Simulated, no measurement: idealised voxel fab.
process module | voxel quadruple lines
cross-section cut | 190 nm wide | cells 5 nm
A cross-section is a grid of square cells, given in bands from the top down. A band is one or more rows of cells.
Each band's line starts with the height of the band's top and of its bottom, in nm. Then come its materials from left to right, each with its width in nm. One material with "throughout" fills the band from edge to edge. "air" is empty space.
Height 0 is the level under which the wafer as received is all one material. The lowest band goes on downwards, as in "0 down".
A width such as "30 to 40" changes by the same amount from each row of cells to the next, from the band's top row to its bottom row.
"no change" after a step means that no cell of the cross-section changed.
closed voids: empty space of 8 cells or more with no open way to the top, each as width x height at its distance from the left edge, in nm
after a step's settings: what the simulator itself notes on the step
overlay nm, on a step with a mask: how far to the right of its planned place the mask lay; to the left if negative
plan
1 op RECEIVE | material Si
2 op CONFORMAL_DEP | material SiO2 | thk nm 10
3 op DIRECTIONAL_DEP | material TiN | thk nm 10
4 op DIRECTIONAL_DEP | material polySi | thk nm 20
5 op DIRECTIONAL_DEP | material aC | thk nm 25
6 op PATTERN | tone cover | mask id MANDREL | material resist | width nm 20 | thk nm 35 | overlay nm 0
7 op DIRECTIONAL_ETCH | etch materials aC | depth nm 25
8 op STRIP | etch materials resist
9 op CONFORMAL_DEP | material SiO2 | thk nm 10
10 op DIRECTIONAL_ETCH | etch materials SiO2 | depth nm 10
11 op STRIP | etch materials aC
12 op DIRECTIONAL_ETCH | etch materials polySi | depth nm 20
13 op STRIP | etch materials SiO2
14 op CONFORMAL_DEP | material SiN | thk nm 5
15 op DIRECTIONAL_ETCH | etch materials SiN | depth nm 5
16 op STRIP | etch materials polySi
17 op DIRECTIONAL_ETCH | etch materials TiN | depth nm 10
18 op STRIP | etch materials SiN
19 op FILL_DEP | material SiO2 | thk nm 10
20 op CMP | height nm 20
as received, after step 1
  0 down: Si throughout
  closed voids: none
a wafer at the end: this start, this plan, one mistake
  20 to 10: SiO2 80 | TiN 5 | SiO2 20 | TiN 5 | SiO2 80
  10 to 0: SiO2 throughout
  0 down: Si throughout
  closed voids: none
what went wrong: step 6 ran as: op PATTERN | tone open | mask id MANDREL | material resist | width nm 20 | thk nm 35 | overlay nm 0
